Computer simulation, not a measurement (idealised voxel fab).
process module | voxel gate over fins
cross-section cut | 255 nm wide | cells 5 nm
A cross-section is a grid of square cells, given in bands from the top down. A band is one or more rows of cells.
Each band's line starts with the height of the band's top and of its bottom, in nm. Then come its materials from left to right, each with its width in nm. One material with "throughout" fills the band from edge to edge. "air" is empty space.
Height 0 is the level under which the wafer as received is all one material. The lowest band goes on downwards, as in "0 down".
A width such as "30 to 40" changes by the same amount from each row of cells to the next, from the band's top row to its bottom row.
"no change" after a step means that no cell of the cross-section changed.
closed voids: empty space of 8 cells or more with no open way to the top, each as width x height at its distance from the left edge, in nm
after a step's settings: what the simulator itself notes on the step
overlay nm, on a step with a mask: how far to the right of its planned place the mask lay; to the left if negative
plan
1 op RECEIVE | material Si
2 op CONFORMAL_DEP | material SiN | thk nm 10
3 op PATTERN | tone cover | mask id FINS | material resist | width nm 15 | pitch nm 35 | thk nm 15 | overlay nm 0
4 op DIRECTIONAL_ETCH | etch materials SiN | depth nm 10
5 op DIRECTIONAL_ETCH | etch materials Si | depth nm 30
6 op STRIP | etch materials resist
7 op FILL_DEP | material SiO2 | thk nm 5
8 op CMP | height nm 10
9 op SELECTIVE_ETCH | etch materials SiO2 | depth nm 25
10 op STRIP | etch materials SiN
11 op CONFORMAL_DEP | material HfO2 | thk nm 5
12 op CONFORMAL_DEP | material TiN | thk nm 5
13 op CONFORMAL_DEP | material TiAl | thk nm 5
14 op CONFORMAL_DEP | material TiN | thk nm 5
15 op FILL_DEP | material W | thk nm 15
16 op CMP | height nm 30
17 op CONFORMAL_DEP | material SiN | thk nm 10
as received, after step 1
  0 down: Si throughout
  closed voids: none
first wafer at the end, as planned
  40 to 30: SiN throughout
  30 to 20: W throughout
  20 to 15: W 45 | TiN 160 | W 50
  15 to 10: W 45 | TiN 5 | TiAl 150 | TiN 5 | W 50
  10 to 5: W 45 | TiN 5 | TiAl 5 | TiN 140 | TiAl 5 | TiN 5 | W 50
  5 to 0: TiN 50 | TiAl 5 | TiN 5 | HfO2 25 | TiN 10 | HfO2 25 | TiN 10 | HfO2 25 | TiN 10 | HfO2 25 | TiN 5 | TiAl 5 | TiN 55
  0 to -5: TiAl 55 | TiN 5 | HfO2 5 | Si 15 | HfO2 5 | TiN 10 | HfO2 5 | Si 15 | HfO2 5 | TiN 10 | HfO2 5 | Si 15 | HfO2 5 | TiN 10 | HfO2 5 | Si 15 | HfO2 5 | TiN 5 | TiAl 60
  -5 to -10: TiN 60 | HfO2 5 | Si 15 | HfO2 5 | TiN 10 | HfO2 5 | Si 15 | HfO2 5 | TiN 10 | HfO2 5 | Si 15 | HfO2 5 | TiN 10 | HfO2 5 | Si 15 | HfO2 5 | TiN 65
  -10 to -15: HfO2 65 | Si 15 | HfO2 20 | Si 15 | HfO2 20 | Si 15 | HfO2 20 | Si 15 | HfO2 70
  -15 to -30: SiO2 65 | Si 15 | SiO2 20 | Si 15 | SiO2 20 | Si 15 | SiO2 20 | Si 15 | SiO2 70
  -30 down: Si throughout
  closed voids: none
second wafer at the end: like start, like plan, one mistake
  40 to 30: SiN throughout
  30 to 20: W throughout
  20 to 15: W 45 | TiN 160 | W 50
  15 to 10: W 45 | TiN 5 | TiAl 150 | TiN 5 | W 50
  10 to 5: W 45 | TiN 5 | TiAl 5 | TiN 140 | TiAl 5 | TiN 5 | W 50
  5 to 0: TiN 50 | TiAl 5 | TiN 5 | HfO2 25 | TiN 10 | HfO2 25 | TiN 10 | HfO2 25 | TiN 10 | HfO2 25 | TiN 5 | TiAl 5 | TiN 55
  0 to -5: TiAl 55 | TiN 5 | HfO2 5 | Si 15 | HfO2 5 | TiN 10 | HfO2 5 | Si 15 | HfO2 5 | TiN 10 | HfO2 5 | Si 15 | HfO2 5 | TiN 10 | HfO2 5 | Si 15 | HfO2 5 | TiN 5 | TiAl 60
  -5 to -10: TiN 60 | HfO2 5 | Si 15 | HfO2 5 | TiN 10 | HfO2 5 | Si 15 | HfO2 5 | TiN 10 | HfO2 5 | Si 15 | HfO2 5 | TiN 10 | HfO2 5 | Si 15 | HfO2 5 | TiN 65
  -10 to -15: HfO2 65 | Si 15 | HfO2 20 | Si 15 | HfO2 20 | Si 15 | HfO2 20 | Si 15 | HfO2 70
  -15 to -20: SiO2 65 | Si 15 | SiO2 20 | Si 15 | SiO2 20 | Si 15 | SiO2 20 | Si 15 | SiO2 70
  -20 down: Si throughout
  closed voids: none
what went wrong: step 5 ran as: op DIRECTIONAL_ETCH | etch materials Si | depth nm 20
at the end the second wafer has, in cells: 78 more of Si | 78 fewer of SiO2
